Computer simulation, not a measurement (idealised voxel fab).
Herein follows the process module entitled voxel self aligned vias.
Cross-section cut spans 190 nm and uses square cells 5 nm in size.
Cross-sections here: square-cell grids, written as top-down lists of bands, a band being one or more rows of cells. Heights first: top, then bottom, in nm. Then materials, left to right, each with a width in nm. "throughout" on a single material: fills the band edge to edge. "blank": empty space. Heights are expressed relative to 0, this being the level below which the as-received wafer comprises one material exclusively. The lowest band is unbounded in the downward direction and is denoted as in "z 0 and below". A width such as "30->40" changes by the same amount from each row of cells to the next, from the band's top row to its bottom row. The cross-section has no changed cell in any step marked "no change occurred". In the "Fully sealed voids" entry, you get each enclosed empty space of 8 cells or more, one with no open way to the top, written width x height at distance, distance from the left edge, in nm. On a step's line, text after the settings is the simulator commenting on that step. You can add "overlay nm" to a step's line. For a step with a mask, it describes how far the mask lay to the right of its planned position, and a negative number describes a lay to the left.
# Steps in the process plan
1) op RECEIVE | material Si
2) op CONFORMAL_DEP | material SiO2 | thk nm 15
3) op CONFORMAL_DEP | material SiCN | thk nm 5
4) op DIRECTIONAL_DEP | material lowk | thk nm 25
5) op PATTERN | tone open | mask id LINES | material resist | width nm 30 | pitch nm 55 | thk nm 15 | overlay nm 0
6) op DIRECTIONAL_ETCH | etch materials lowk | depth nm 25
7) op STRIP | etch materials resist
8) op CONFORMAL_DEP | material TiN | thk nm 5
9) op FILL_DEP | material W | thk nm 10
10) op CMP | height nm 45
11) op SELECTIVE_ETCH | etch materials W Ru TiN | depth nm 5
12) op FILL_DEP | material SiN | thk nm 10
13) op CMP | height nm 45
14) op DIRECTIONAL_DEP | material lowk | thk nm 15
15) op MASKED_ETCH | tone open | mask id VIAS | width nm 40 | pitch nm 55 | etch materials lowk | depth nm 15 | overlay nm 0
16) op MASKED_ETCH | tone open | mask id VIAS | width nm 40 | pitch nm 55 | etch materials SiN | depth nm 5 | overlay nm 0
17) op CONFORMAL_DEP | material TiN | thk nm 5
18) op FILL_DEP | material Ru | thk nm 5
19) op CMP | height nm 60
20) op CONFORMAL_DEP | material SiCN | thk nm 5
# Cross-section of the incoming wafer, state after step 1
    z 0 and below: Si throughout
    Fully sealed voids: none
# This is how the wafer looks in cross-section once the module is done, given the starting state and plan above and one mistake in carrying the plan out
    z 65 to 60: SiCN throughout
    z 60 to 45: lowk (45) | TiN (5) | Ru (30) | TiN (5) | lowk (15) | TiN (5) | Ru (30) | TiN (5) | lowk (50)
    z 45 to 40: lowk (45) | TiN (40) | lowk (15) | TiN (40) | lowk (50)
    z 40 to 35: lowk (45) | TiN (10) | W (20) | TiN (10) | lowk (15) | TiN (10) | W (20) | TiN (10) | lowk (50)
    z 35 to 25: lowk (50) | TiN (5) | W (20) | TiN (5) | lowk (25) | TiN (5) | W (20) | TiN (5) | lowk (55)
    z 25 to 20: lowk (50) | TiN (30) | lowk (25) | TiN (30) | lowk (55)
    z 20 to 15: SiCN throughout
    z 15 to 0: SiO2 throughout
    z 0 and below: Si throughout
    Fully sealed voids: none
Here's what went sideways: for step 15, the planned setting was not used; the step was instead run as op MASKED_ETCH | tone open | mask id VIAS | width nm 40 | pitch nm 55 | etch materials lowk | depth nm 25 | overlay nm 0
